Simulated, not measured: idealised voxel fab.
Process module under the name voxel tone inversion
It is cross-section cut that appears here, measuring 250 nm in width, its square cells being 5 nm in size.
Cross-section, as written here: a square-cell grid given band by band from the top down, where a band holds one or more rows of cells.
Within each band entry, the heights of the top and of the bottom of the band appear first, in that order and in nm; the materials of the band then follow from left to right, each with its corresponding width in nm. The designation "everywhere" on a single material indicates that it fills the band from edge to edge; the designation "empty" indicates empty space.
Zero point of the height axis is 0; under it, received wafer = one material. Lowest band: continues down indefinitely, "0 -> down".
Width "30 to 40": first value at the band's top row of cells, second value at its bottom row, equal change from row to row.
"remained the same" (step): cross-section cells unchanged, all of them.
The list in "Sealed void list" covers empty spaces of 8 cells or more that cannot reach the top through any open way, and it gives each as width x height at distance; the distance is from the left edge, and width, height and distance are in nm.
Formally, on a step line, whatever follows the settings is a remark that the simulator itself makes on the step.
overlay nm: how far to the right of its planned place the mask lay on this masked step (negative: to the left).
**So here's the lineup of process steps we planned**
1. RECEIVE with material Si
2. CONFORMAL_DEP with material SiCN, thk nm 5
3. DIRECTIONAL_DEP with material polySi, thk nm 20
4. PATTERN with tone cover, mask id POSTS, material resist, width nm 25, pitch nm 50, thk nm 25, overlay nm 0
5. DIRECTIONAL_ETCH with etch materials polySi, depth nm 20
6. STRIP with etch materials resist
7. FILL_DEP with material lowk, thk nm 5
8. CMP with height nm 25
9. STRIP with etch materials polySi
10. CONFORMAL_DEP with material TiN, thk nm 5
11. FILL_DEP with material Ru, thk nm 5
12. CMP with height nm 25
13. CONFORMAL_DEP with material SiCN, thk nm 5
**As-received state of the wafer in cross-section, equivalent to post-step 1**
	0 -> down | Si everywhere
	Sealed void list: none
**First of two wafers: cross-section at end of module, run per plan**
	30 -> 25 | SiCN everywhere
	25 -> 10 | 85 nm lowk, then 5 nm TiN, then 15 nm Ru, then 5 nm TiN, then 25 nm lowk, then 5 nm TiN, then 15 nm Ru, then 5 nm TiN, then 90 nm lowk
	10 -> 5 | 85 nm lowk, then 25 nm TiN, then 25 nm lowk, then 25 nm TiN, then 90 nm lowk
	5 -> 0 | SiCN everywhere
	0 -> down | Si everywhere
	Sealed void list: none
**Presented here is a cross-section of the second of the two wafers as it stood at the end of the module. It was started in the same manner and assigned the same plan as the first wafer; however, one mistake was made in its execution**
	30 -> 25 | SiCN everywhere
	25 -> 10 | 90 nm lowk, then 5 nm TiN, then 10 nm Ru, then 5 nm TiN, then 30 nm lowk, then 5 nm TiN, then 10 nm Ru, then 5 nm TiN, then 90 nm lowk
	10 -> 5 | 90 nm lowk, then 20 nm TiN, then 30 nm lowk, then 20 nm TiN, then 90 nm lowk
	5 -> 0 | SiCN everywhere
	0 -> down | Si everywhere
	Sealed void list: none
It is concluded that the wafer was processed incorrectly with respect to the plan, in that contrary to plan, step 4 was performed as PATTERN with tone cover, mask id POSTS, material resist, width nm 20, pitch nm 50, thk nm 25, overlay nm 0
Wafer comparison, final, in cells, second relative to first, materials more or fewer: -6 Ru; -2 TiN; +8 lowk
